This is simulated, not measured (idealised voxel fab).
The process module presented herein is designated voxel released beams.
Cross-section cut spans 205 nm and uses square cells 5 nm in size.
Format of a cross-section: grid, square cells. Given as bands. Order: top down. Band: one or more rows of cells.
For a band, the entry starts with two heights in nm, that of the top and then that of the bottom, and carries on with the band's materials in order from left to right, each alongside its width in nm; the word "throughout" beside a single material means it fills the band edge to edge, and "empty" means empty space.
All heights in this document are referenced to 0, defined as the level beneath which the wafer, as received, consists entirely of one material. The lowest band is not bounded below; it extends indefinitely downward and is written in the form "0 nm and below".
Width "30..40": first value at the band's top row of cells, second value at its bottom row, equal change from row to row.
No cell of the cross-section changed in a step that is given as "no modifications".
Reported under the label "Closed void listing" are the empty spaces having no open way to the top and comprising 8 cells or more; the notation for each is width x height at distance, in which the distance is measured from the left edge and all three values are in nm.
Whatever follows a step's settings on its line is a remark the simulator itself makes about that step.
overlay nm: how far to the right of its planned place the mask lay on this masked step (negative: to the left).

# Process steps - plan
| 1 | RECEIVE: material Si |
| 2 | CONFORMAL_DEP: material Al2O3, thk nm 10 |
| 3 | DIRECTIONAL_DEP: material SiO2, thk nm 10 |
| 4 | DIRECTIONAL_DEP: material aC, thk nm 10 |
| 5 | PATTERN: tone open, mask id ANCHOR, material resist, width nm 35, thk nm 25, overlay nm 0 |
| 6 | DIRECTIONAL_ETCH: etch materials aC, depth nm 10 |
| 7 | STRIP: etch materials resist |
| 8 | DIRECTIONAL_ETCH: etch materials SiO2, depth nm 10 |
| 9 | STRIP: etch materials aC |
| 10 | CONFORMAL_DEP: material polySi, thk nm 15 |
| 11 | MASKED_ETCH: tone cover, mask id BEAM, width nm 85, etch materials polySi, depth nm 15, overlay nm 0 |
| 12 | STRIP: etch materials SiO2 |

# First wafer out of two, processed as planned

# Here's what the wafer looked like in cross-section when it arrived - that's after step 1
> 0 nm and below  Si throughout
> Closed void listing: none

# After step 2, in cross-section
> 10 nm to 0 nm  Al2O3 throughout
> Below 0, no change.

# After step 3, in cross-section
> 20 nm to 10 nm  SiO2 throughout
> Below 10, no change.

# After step 4, in cross-section
> 30 nm to 20 nm  aC throughout
> Below 20, no change.

# After step 5, in cross-section
> 55 nm to 30 nm  resist 60 nm; empty 35 nm; resist 110 nm
> Below 30, no change.

# After step 6, in cross-section
> 45 nm to 30 nm  resist 60 nm; empty 35 nm; resist 110 nm
> 30 nm to 20 nm  aC 60 nm; empty 35 nm; aC 110 nm
> Below 20, no change.

# After step 7, in cross-section
> 30 nm to 20 nm  aC 60 nm; empty 35 nm; aC 110 nm
> Below 20, no change.

# After step 8, in cross-section
> 30 nm to 20 nm  aC 60 nm; empty 35 nm; aC 110 nm
> 20 nm to 10 nm  SiO2 60 nm; empty 35 nm; SiO2 110 nm
> Below 10, no change.

# After step 9, in cross-section
> 20 nm to 10 nm  SiO2 60 nm; empty 35 nm; SiO2 110 nm
> Below 10, no change.

# After step 10, in cross-section
> 35 nm to 25 nm  polySi 75 nm; empty 5 nm; polySi 125 nm
> 25 nm to 20 nm  polySi throughout
> 20 nm to 10 nm  SiO2 60 nm; polySi 35 nm; SiO2 110 nm
> Below 10, no change.

# After step 11, in cross-section
> 35 nm to 25 nm  empty 55 nm; polySi 20 nm; empty 5 nm; polySi 60 nm; empty 65 nm
> 25 nm to 20 nm  empty 55 nm; polySi 85 nm; empty 65 nm
> Below 20, no change.

# After step 12, in cross-section
> 35 nm to 25 nm  empty 55 nm; polySi 20 nm; empty 5 nm; polySi 60 nm; empty 65 nm
> 25 nm to 20 nm  empty 55 nm; polySi 85 nm; empty 65 nm
> 20 nm to 10 nm  empty 60 nm; polySi 35 nm; empty 110 nm
> Below 10, no change.

# Wafer two of the pair: same origin, same plan, one error during the run; identical to wafer one up to and including step 1

# Planned end of step 2: second wafer, cross-section
> 10 nm to 0 nm  SiO2 throughout
> Below 0, no change.

# Planned end of step 3: second wafer, cross-section
> 20 nm to 10 nm  Al2O3 throughout
> Below 10, no change.

# Planned end of step 4: second wafer, cross-section
> 30 nm to 20 nm  aC throughout
> Below 20, no change.

# Planned end of step 5: second wafer, cross-section
> 55 nm to 30 nm  resist 60 nm; empty 35 nm; resist 110 nm
> Below 30, no change.

# Planned end of step 6: second wafer, cross-section
> 45 nm to 30 nm  resist 60 nm; empty 35 nm; resist 110 nm
> 30 nm to 20 nm  aC 60 nm; empty 35 nm; aC 110 nm
> Below 20, no change.

# Planned end of step 7: second wafer, cross-section
> 30 nm to 20 nm  aC 60 nm; empty 35 nm; aC 110 nm
> Below 20, no change.

Planned end of step 8: second wafer, cross-section: no modifications

# Planned end of step 9: second wafer, cross-section
> 20 nm to 10 nm  Al2O3 throughout
> Below 10, no change.

# Planned end of step 10: second wafer, cross-section
> 35 nm to 20 nm  polySi throughout
> Below 20, no change.

# Planned end of step 11: second wafer, cross-section
> 35 nm to 20 nm  empty 55 nm; polySi 85 nm; empty 65 nm
> Below 20, no change.

Planned end of step 12: second wafer, cross-section: no modifications
Which mistake was made when the wafer was run? note: step 2 <-> step 3, run order reversed vs plan
Upon completion, the second wafer contains, in terms of cells, a greater or smaller amount of certain materials than the first wafer: SiO2 +82 | polySi -12
